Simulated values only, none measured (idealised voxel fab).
process module | voxel air gaps
cross-section cut | 240 nm wide | cells 5 nm
A cross-section is a grid of square cells, given in bands from the top down. A band is one or more rows of cells.
Each band's line starts with the height of the band's top and of its bottom, in nm. Then come its materials from left to right, each with its width in nm. One material with "throughout" fills the band from edge to edge. "air" is empty space.
Height 0 is the level under which the wafer as received is all one material. The lowest band goes on downwards, as in "0 down".
A width such as "30 to 40" changes by the same amount from each row of cells to the next, from the band's top row to its bottom row.
"no change" after a step means that no cell of the cross-section changed.
closed voids: empty space of 8 cells or more with no open way to the top, each as width x height at its distance from the left edge, in nm
after a step's settings: what the simulator itself notes on the step
overlay nm, on a step with a mask: how far to the right of its planned place the mask lay; to the left if negative
plan
1 op RECEIVE | material Si
2 op CONFORMAL_DEP | material SiO2 | thk nm 15
3 op CONFORMAL_DEP | material SiN | thk nm 5
4 op DIRECTIONAL_DEP | material SiO2 | thk nm 30
5 op MASKED_ETCH | tone open | mask id LINES | width nm 25 | pitch nm 55 | etch materials SiO2 | depth nm 30 | overlay nm 0
6 op CONFORMAL_DEP | material TiN | thk nm 5
7 op FILL_DEP | material W | thk nm 5
8 op CMP | height nm 50
9 op EPI | material Ru | thk nm 10
10 op SELECTIVE_ETCH | etch materials SiO2 | depth nm 40
11 op CONFORMAL_DEP | material SiN | thk nm 5
first wafer, as planned
as received, after step 1
  0 down: Si throughout
  closed voids: none
after step 2
  15 to 0: SiO2 throughout
  below 0: unchanged
after step 3
  20 to 15: SiN throughout
  below 15: unchanged
after step 4
  50 to 20: SiO2 throughout
  below 20: unchanged
after step 5
  50 to 20: SiO2 50 | air 25 | SiO2 30 | air 25 | SiO2 30 | air 25 | SiO2 55
  below 20: unchanged
after step 6
  55 to 50: TiN 55 | air 15 | TiN 40 | air 15 | TiN 40 | air 15 | TiN 60
  50 to 25: SiO2 50 | TiN 5 | air 15 | TiN 5 | SiO2 30 | TiN 5 | air 15 | TiN 5 | SiO2 30 | TiN 5 | air 15 | TiN 5 | SiO2 55
  25 to 20: SiO2 50 | TiN 25 | SiO2 30 | TiN 25 | SiO2 30 | TiN 25 | SiO2 55
  below 20: unchanged
after step 7
  60 to 55: W throughout
  55 to 50: TiN 55 | W 15 | TiN 40 | W 15 | TiN 40 | W 15 | TiN 60
  50 to 25: SiO2 50 | TiN 5 | W 15 | TiN 5 | SiO2 30 | TiN 5 | W 15 | TiN 5 | SiO2 30 | TiN 5 | W 15 | TiN 5 | SiO2 55
  below 25: unchanged
after step 8
  50 to 25: SiO2 50 | TiN 5 | W 15 | TiN 5 | SiO2 30 | TiN 5 | W 15 | TiN 5 | SiO2 30 | TiN 5 | W 15 | TiN 5 | SiO2 55
  below 25: unchanged
after step 9
  60 to 50: air 40 | Ru 45 | air 10 | Ru 45 | air 10 | Ru 45 | air 45
  below 50: unchanged
after step 10
  60 to 50: air 40 | Ru 45 | air 10 | Ru 45 | air 10 | Ru 45 | air 45
  50 to 25: air 50 | TiN 5 | W 15 | TiN 5 | air 30 | TiN 5 | W 15 | TiN 5 | air 30 | TiN 5 | W 15 | TiN 5 | air 55
  25 to 20: air 50 | TiN 25 | air 30 | TiN 25 | air 30 | TiN 25 | air 55
  below 20: unchanged
after step 11
  65 to 60: air 35 | SiN 165 | air 40
  60 to 50: air 35 | SiN 5 | Ru 45 | SiN 10 | Ru 45 | SiN 10 | Ru 45 | SiN 5 | air 40
  50 to 45: air 35 | SiN 15 | TiN 5 | W 15 | TiN 5 | SiN 30 | TiN 5 | W 15 | TiN 5 | SiN 30 | TiN 5 | W 15 | TiN 5 | SiN 15 | air 40
  45 to 25: air 45 | SiN 5 | TiN 5 | W 15 | TiN 5 | SiN 5 | air 20 | SiN 5 | TiN 5 | W 15 | TiN 5 | SiN 5 | air 20 | SiN 5 | TiN 5 | W 15 | TiN 5 | SiN 5 | air 50
  25 to 20: SiN 50 | TiN 25 | SiN 30 | TiN 25 | SiN 30 | TiN 25 | SiN 55
  below 20: unchanged
  closed voids: 20 x 20 at 80; 20 x 20 at 135
second wafer: like start, like plan, one mistake. Through step 2 it matches the first wafer
when step 3 should have ended: no change
when step 4 should have ended
  45 to 0: SiO2 throughout
  below 0: unchanged
when step 5 should have ended
  45 to 15: SiO2 50 | air 25 | SiO2 30 | air 25 | SiO2 30 | air 25 | SiO2 55
  below 15: unchanged
when step 6 should have ended
  50 to 45: TiN 55 | air 15 | TiN 40 | air 15 | TiN 40 | air 15 | TiN 60
  45 to 20: SiO2 50 | TiN 5 | air 15 | TiN 5 | SiO2 30 | TiN 5 | air 15 | TiN 5 | SiO2 30 | TiN 5 | air 15 | TiN 5 | SiO2 55
  20 to 15: SiO2 50 | TiN 25 | SiO2 30 | TiN 25 | SiO2 30 | TiN 25 | SiO2 55
  below 15: unchanged
when step 7 should have ended
  55 to 50: W throughout
  50 to 45: TiN 55 | W 15 | TiN 40 | W 15 | TiN 40 | W 15 | TiN 60
  45 to 20: SiO2 50 | TiN 5 | W 15 | TiN 5 | SiO2 30 | TiN 5 | W 15 | TiN 5 | SiO2 30 | TiN 5 | W 15 | TiN 5 | SiO2 55
  below 20: unchanged
when step 8 should have ended
  50 to 45: TiN 55 | W 15 | TiN 40 | W 15 | TiN 40 | W 15 | TiN 60
  below 45: unchanged
when step 9 should have ended
  60 to 50: Ru throughout
  below 50: unchanged
when step 10 should have ended: no change
when step 11 should have ended
  65 to 60: SiN throughout
  below 60: unchanged
what went wrong: step 3 was left out
at the end the second wafer has, in cells: 42 more of Ru | 120 fewer of SiN | 198 more of SiO2 | 39 more of TiN | 9 more of W
closed voids at the end (first wafer, second wafer): 2, 0
